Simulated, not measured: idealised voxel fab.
You're looking at the process module voxel released beams.
FYI the section here is cut, 205 nm wide, cells are 5 nm squares.
We lay out every cross-section as a grid of square cells and spell it out in bands from the top down, where one band means one or more rows of cells.
It is stipulated that each band's entry specify, in nanometres, the height of the top of the band and then that of its bottom, followed by the materials of the band in left-to-right sequence, each together with its width in nanometres. A single material marked by the word "all across" is understood to fill the band from edge to edge; the word "empty" is understood to denote empty space.
The reference from which all heights are counted is 0, the level beneath which the as-received wafer is entirely one material; the lowest band, having no lower bound, proceeds downward and is written after the example "z 0 and below".
The width entry "30 to 40" should be interpreted row by row: the top row of cells in the band takes the first number, the bottom row takes the second number, and the change between adjacent rows is uniform throughout.
Key: "no modification" - step with no changed cell in the cross-section.
The label "Closed-off voids" introduces a list of the empty spaces, 8 cells or larger, that have no open way up to the top; each entry in it reads width x height at distance, where the distance is taken from the left edge and all three are stated in nm.
Step line, after settings: the simulator's comment on this step.
On any step carrying a mask, the "overlay nm" setting, if present on the step's line, tells how far right of its planned place the mask lay; negative values point to the left.

[Below is the list of planned process steps]
1 RECEIVE: material Si
2 CONFORMAL_DEP: material SiN, thk nm 10
3 DIRECTIONAL_DEP: material SiO2, thk nm 15
4 DIRECTIONAL_DEP: material aC, thk nm 10
5 PATTERN: tone open, mask id ANCHOR, material resist, width nm 25, thk nm 30, overlay nm 0
6 DIRECTIONAL_ETCH: etch materials aC, depth nm 10
7 STRIP: etch materials resist
8 DIRECTIONAL_ETCH: etch materials SiO2, depth nm 15
9 STRIP: etch materials aC
10 CONFORMAL_DEP: material W, thk nm 10
11 DIRECTIONAL_DEP: material aC, thk nm 15
12 PATTERN: tone cover, mask id BEAM, material resist, width nm 90, thk nm 35, overlay nm 0
13 DIRECTIONAL_ETCH: etch materials aC, depth nm 15
14 STRIP: etch materials resist
15 DIRECTIONAL_ETCH: etch materials W, depth nm 10
16 STRIP: etch materials aC
17 STRIP: etch materials SiO2

[Incoming wafer, cross-sectional view, post step 1]
z 0 and below: Si all across
Closed-off voids: none

[Looking at the first of two wafers in cross-section at end of module - ran to plan]
z 35 to 25: empty=55, W=15, empty=5, W=70, empty=60
z 25 to 20: empty=60, W=10, empty=5, W=10, empty=120
z 20 to 10: empty=60, W=25, empty=120
z 10 to 0: SiN all across
z 0 and below: Si all across
Closed-off voids: none

[Presented here is a cross-section of the second of the two wafers as it stood at the end of the module. It was started in the same manner and assigned the same plan as the first wafer; however, one mistake was made in its execution]
z 35 to 25: empty=55, W=90, empty=60
z 25 to 10: W all across
z 10 to 0: SiN all across
z 0 and below: Si all across
Closed-off voids: none
The plan and the run diverged here: not per plan at step 3, really ran DIRECTIONAL_DEP: material W, thk nm 15
Counted in cells at the end, the second wafer holds more or fewer of these materials than the first: W: 111 more
